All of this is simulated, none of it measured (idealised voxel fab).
Process module in this document: voxel local oxidation
Each square cell in cross-section cut measures 5 nm, and the section as a whole is 290 nm wide.
Heads up, the way a cross-section reads in here is a grid of square cells, handed over as bands from the top down, with every band being one or more rows of cells. For a band, the entry starts with two heights in nm, that of the top and then that of the bottom, and carries on with the band's materials in order from left to right, each alongside its width in nm; the word "full width" beside a single material means it fills the band edge to edge, and "empty" means empty space. Counting heights begins at 0, where everything beneath is, in the wafer as received, one material. The lowest band has no bottom; it goes on downwards, as "0 nm and below" shows. Top row gets the first number, bottom row gets the second, and each row in between changes by the same step: that is how a band width like "30 to 40" works. "same as before" (step): cross-section cells unchanged, all of them. "Fully sealed cavities" enumerates empty spaces isolated from the top, with no open way to it, that contain at least 8 cells, giving each as width x height at distance from the left edge, all three in nm. Text after the settings on a step's line: the simulator's own remark on that step. "overlay nm" answers the question of how far to the right of plan the mask lay on a step that has a mask, and when it is negative the answer is to the left.

-- Process steps foreseen in the plan
1) RECEIVE [material Si]
2) CONFORMAL_DEP [material SiO2] [thk nm 5]
3) CONFORMAL_DEP [material SiN] [thk nm 15]
4) MASKED_ETCH [tone cover] [mask id ACTIVE] [width nm 90] [pitch nm 130] [etch materials SiN] [depth nm 15] [overlay nm 0]
5) SELECTIVE_ETCH [etch materials SiO2] [depth nm 5]
6) OXIDIZE [depth nm 15]
7) STRIP [etch materials SiN]

-- Cross-sectional view of the wafer in its as-received condition, corresponding to the state after step 1
	0 nm and below  Si full width
	Fully sealed cavities: none

-- a wafer at the end: this start, this plan, one mistake
	0 nm to -15 nm  SiO2 full width
	-15 nm and below  Si full width
	Fully sealed cavities: none
In executing the process, a mistake was made relative to the plan: skipped: plan step 3 (never run)
